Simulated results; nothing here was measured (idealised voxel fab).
process module | voxel wiring stack
cross-section cut | 175 nm wide | cells 5 nm
A cross-section is a grid of square cells, given in bands from the top down. A band is one or more rows of cells.
Each band's line starts with the height of the band's top and of its bottom, in nm. Then come its materials from left to right, each with its width in nm. One material with "throughout" fills the band from edge to edge. "air" is empty space.
Height 0 is the level under which the wafer as received is all one material. The lowest band goes on downwards, as in "0 down".
A width such as "30 to 40" changes by the same amount from each row of cells to the next, from the band's top row to its bottom row.
"no change" after a step means that no cell of the cross-section changed.
closed voids: empty space of 8 cells or more with no open way to the top, each as width x height at its distance from the left edge, in nm
after a step's settings: what the simulator itself notes on the step
overlay nm, on a step with a mask: how far to the right of its planned place the mask lay; to the left if negative
Each pair below shows a cross-section before one step and the cross-section after it, down to the lowest band that changed. The line under each pair gives the step between them, with its settings. The pairs can come from different runs of this module on the same starting wafer, so a pair continues from the pair above only where its "before" says so.
before
  75 to 60: resist 45 | air 30 | resist 20 | air 30 | resist 50
  60 to 45: aC 45 | air 30 | aC 20 | air 30 | aC 50
  45 to 20: Ru throughout
  20 to 15: TiN throughout
  15 to 0: SiO2 throughout
  0 down: Si throughout
  closed voids: none
after
  60 to 45: aC 45 | air 30 | aC 20 | air 30 | aC 50
  below 45: unchanged
  closed voids: none
the step between: op STRIP | etch materials resist
before: the cross-section after the pair above
after
  60 to 45: aC 45 | air 30 | aC 20 | air 30 | aC 50
  45 to 20: Ru 45 | air 30 | Ru 20 | air 30 | Ru 50
  below 20: unchanged
  closed voids: none
the step between: op DIRECTIONAL_ETCH | etch materials Ru | depth nm 25
before: the cross-section after the pair above
after
  60 to 45: aC 45 | air 30 | aC 20 | air 30 | aC 50
  45 to 20: Ru 45 | air 30 | Ru 20 | air 30 | Ru 50
  20 to 15: TiN 45 | air 30 | TiN 20 | air 30 | TiN 50
  below 15: unchanged
  closed voids: none
the step between: op DIRECTIONAL_ETCH | etch materials TiN | depth nm 5
before: the cross-section after the pair above
after
  45 to 20: Ru 45 | air 30 | Ru 20 | air 30 | Ru 50
  below 20: unchanged
  closed voids: none
the step between: op STRIP | etch materials aC
before: the cross-section after the pair above
after
  55 to 45: lowk throughout
  45 to 20: Ru 45 | lowk 30 | Ru 20 | lowk 30 | Ru 50
  20 to 15: TiN 45 | lowk 30 | TiN 20 | lowk 30 | TiN 50
  below 15: unchanged
  closed voids: none
the step between: op FILL_DEP | material lowk | thk nm 10
before: the cross-section after the pair above
after
  45 to 20: Ru 45 | lowk 30 | Ru 20 | lowk 30 | Ru 50
  below 20: unchanged
  closed voids: none
the step between: op CMP | height nm 45
before: the cross-section after the pair above
after
  50 to 45: SiCN throughout
  below 45: unchanged
  closed voids: none
the step between: op CONFORMAL_DEP | material SiCN | thk nm 5
before: the cross-section after the pair above
after
  80 to 50: SiO2 throughout
  below 50: unchanged
  closed voids: none
the step between: op DIRECTIONAL_DEP | material SiO2 | thk nm 30
before: the cross-section after the pair above
after
  80 to 65: SiO2 45 | air 30 | SiO2 20 | air 30 | SiO2 50
  below 65: unchanged
  closed voids: none
the step between: op MASKED_ETCH | tone open | mask id METAL_2 | width nm 30 | pitch nm 50 | etch materials SiO2 | depth nm 15 | overlay nm 0
before: the cross-section after the pair above
after
  100 to 80: resist 45 | air 15 | resist 35 | air 15 | resist 65
  80 to 65: SiO2 45 | air 15 | resist 15 | SiO2 20 | air 15 | resist 15 | SiO2 50
  below 65: unchanged
  closed voids: none
the step between: op PATTERN | tone open | mask id METAL_2_HOLES | material resist | width nm 15 | pitch nm 50 | thk nm 20 | overlay nm 0
before: the cross-section after the pair above
after
  100 to 80: resist 45 | air 15 | resist 35 | air 15 | resist 65
  80 to 65: SiO2 45 | air 15 | resist 15 | SiO2 20 | air 15 | resist 15 | SiO2 50
  65 to 50: SiO2 45 | air 15 | SiO2 35 | air 15 | SiO2 65
  below 50: unchanged
  closed voids: none
the step between: op DIRECTIONAL_ETCH | etch materials SiO2 | depth nm 15
before: the cross-section after the pair above
after
  100 to 80: resist 45 | air 15 | resist 35 | air 15 | resist 65
  80 to 65: SiO2 45 | air 15 | resist 15 | SiO2 20 | air 15 | resist 15 | SiO2 50
  65 to 50: SiO2 45 | air 15 | SiO2 35 | air 15 | SiO2 65
  50 to 45: SiCN 45 | air 15 | SiCN 35 | air 15 | SiCN 65
  below 45: unchanged
  closed voids: none
the step between: op DIRECTIONAL_ETCH | etch materials SiCN | depth nm 5
before: the cross-section after the pair above
after
  80 to 65: SiO2 45 | air 30 | SiO2 20 | air 30 | SiO2 50
  below 65: unchanged
  closed voids: none
the step between: op STRIP | etch materials resist
before: the cross-section after the pair above
after
  85 to 80: TiN 50 | air 20 | TiN 30 | air 20 | TiN 55
  80 to 70: SiO2 45 | TiN 5 | air 20 | TiN 5 | SiO2 20 | TiN 5 | air 20 | TiN 5 | SiO2 50
  70 to 65: SiO2 45 | TiN 5 | air 5 | TiN 20 | SiO2 20 | TiN 5 | air 5 | TiN 20 | SiO2 50
  65 to 50: SiO2 45 | TiN 5 | air 5 | TiN 5 | SiO2 35 | TiN 5 | air 5 | TiN 5 | SiO2 65
  50 to 45: SiCN 45 | TiN 15 | SiCN 35 | TiN 15 | SiCN 65
  below 45: unchanged
  closed voids: none
the step between: op CONFORMAL_DEP | material TiN | thk nm 5
before: the cross-section after the pair above
after
  95 to 85: Ru throughout
  85 to 80: TiN 50 | Ru 20 | TiN 30 | Ru 20 | TiN 55
  80 to 70: SiO2 45 | TiN 5 | Ru 20 | TiN 5 | SiO2 20 | TiN 5 | Ru 20 | TiN 5 | SiO2 50
  70 to 65: SiO2 45 | TiN 5 | Ru 5 | TiN 20 | SiO2 20 | TiN 5 | Ru 5 | TiN 20 | SiO2 50
  65 to 50: SiO2 45 | TiN 5 | Ru 5 | TiN 5 | SiO2 35 | TiN 5 | Ru 5 | TiN 5 | SiO2 65
  below 50: unchanged
  closed voids: none
the step between: op FILL_DEP | material Ru | thk nm 10
before: the cross-section after the pair above
after
  80 to 70: SiO2 45 | TiN 5 | Ru 20 | TiN 5 | SiO2 20 | TiN 5 | Ru 20 | TiN 5 | SiO2 50
  below 70: unchanged
  closed voids: none
the step between: op CMP | height nm 80
before: the cross-section after the pair above
after
  85 to 80: SiCN throughout
  below 80: unchanged
  closed voids: none
the step between: op CONFORMAL_DEP | material SiCN | thk nm 5
before: the cross-section after the pair above
after
  95 to 85: lowk throughout
  below 85: unchanged
  closed voids: none
the step between: op DIRECTIONAL_DEP | material lowk | thk nm 10
before: the cross-section after the pair above
after
  115 to 95: resist 45 | air 15 | resist 115
  below 95: unchanged
  closed voids: none
the step between: op PATTERN | tone open | mask id PLUG_2 | material resist | width nm 15 | thk nm 20 | overlay nm 0
before: the cross-section after the pair above
after
  115 to 95: resist 45 | air 15 | resist 115
  95 to 85: lowk 45 | air 15 | lowk 115
  below 85: unchanged
  closed voids: none
the step between: op DIRECTIONAL_ETCH | etch materials lowk | depth nm 10
before: the cross-section after the pair above
after
  115 to 95: resist 45 | air 15 | resist 115
  95 to 85: lowk 45 | air 15 | lowk 115
  85 to 80: SiCN 45 | air 15 | SiCN 115
  below 80: unchanged
  closed voids: none
the step between: op DIRECTIONAL_ETCH | etch materials SiCN | depth nm 5
before: the cross-section after the pair above
after
  95 to 85: lowk 45 | air 15 | lowk 115
  below 85: unchanged
  closed voids: none
the step between: op STRIP | etch materials resist
before: the cross-section after the pair above
after
  95 to 90: lowk 45 | air 15 | lowk 115
  90 to 85: lowk 45 | Ru 15 | lowk 115
  85 to 80: SiCN 45 | Ru 15 | SiCN 115
  below 80: unchanged
  closed voids: none
the step between: op EPI | material Ru | thk nm 10
before: the cross-section after the pair above
after
  95 to 85: lowk 45 | Ru 15 | lowk 115
  below 85: unchanged
  closed voids: none
the step between: op EPI | material Ru | thk nm 5
before: the cross-section after the pair above
after
  100 to 95: TiN throughout
  below 95: unchanged
  closed voids: none
the step between: op DIRECTIONAL_DEP | material TiN | thk nm 5
before: the cross-section after the pair above
after
  120 to 100: Ru throughout
  below 100: unchanged
  closed voids: none
the step between: op DIRECTIONAL_DEP | material Ru | thk nm 20
before: the cross-section after the pair above
after
  130 to 120: aC throughout
  below 120: unchanged
  closed voids: none
the step between: op DIRECTIONAL_DEP | material aC | thk nm 10
before: the cross-section after the pair above
after
  160 to 130: air 45 | resist 30 | air 20 | resist 30 | air 50
  below 130: unchanged
  closed voids: none
the step between: op PATTERN | tone cover | mask id METAL_3 | material resist | width nm 30 | pitch nm 50 | thk nm 30 | overlay nm 0
before: the cross-section after the pair above
after
  150 to 130: air 45 | resist 30 | air 20 | resist 30 | air 50
  130 to 120: air 45 | aC 30 | air 20 | aC 30 | air 50
  below 120: unchanged
  closed voids: none
the step between: op DIRECTIONAL_ETCH | etch materials aC | depth nm 10
before: the cross-section after the pair above
after
  130 to 120: air 45 | aC 30 | air 20 | aC 30 | air 50
  below 120: unchanged
  closed voids: none
the step between: op STRIP | etch materials resist
before: the cross-section after the pair above
after
  130 to 120: air 45 | aC 30 | air 20 | aC 30 | air 50
  120 to 100: air 45 | Ru 30 | air 20 | Ru 30 | air 50
  below 100: unchanged
  closed voids: none
the step between: op DIRECTIONAL_ETCH | etch materials Ru | depth nm 20
before: the cross-section after the pair above
after
  130 to 120: air 45 | aC 30 | air 20 | aC 30 | air 50
  120 to 100: air 45 | Ru 30 | air 20 | Ru 30 | air 50
  100 to 95: air 45 | TiN 30 | air 20 | TiN 30 | air 50
  below 95: unchanged
  closed voids: none
the step between: op DIRECTIONAL_ETCH | etch materials TiN | depth nm 5
before: the cross-section after the pair above
after
  120 to 100: air 45 | Ru 30 | air 20 | Ru 30 | air 50
  below 100: unchanged
  closed voids: none
the step between: op STRIP | etch materials aC
before: the cross-section after the pair above
after
  125 to 120: lowk throughout
  120 to 100: lowk 45 | Ru 30 | lowk 20 | Ru 30 | lowk 50
  100 to 95: lowk 45 | TiN 30 | lowk 20 | TiN 30 | lowk 50
  below 95: unchanged
  closed voids: none
the step between: op FILL_DEP | material lowk | thk nm 5
before: the cross-section after the pair above
after
  120 to 100: lowk 45 | Ru 30 | lowk 20 | Ru 30 | lowk 50
  below 100: unchanged
  closed voids: none
the step between: op CMP | height nm 120
before: the cross-section after the pair above
after
  125 to 120: SiCN throughout
  below 120: unchanged
  closed voids: none
the step between: op CONFORMAL_DEP | material SiCN | thk nm 5
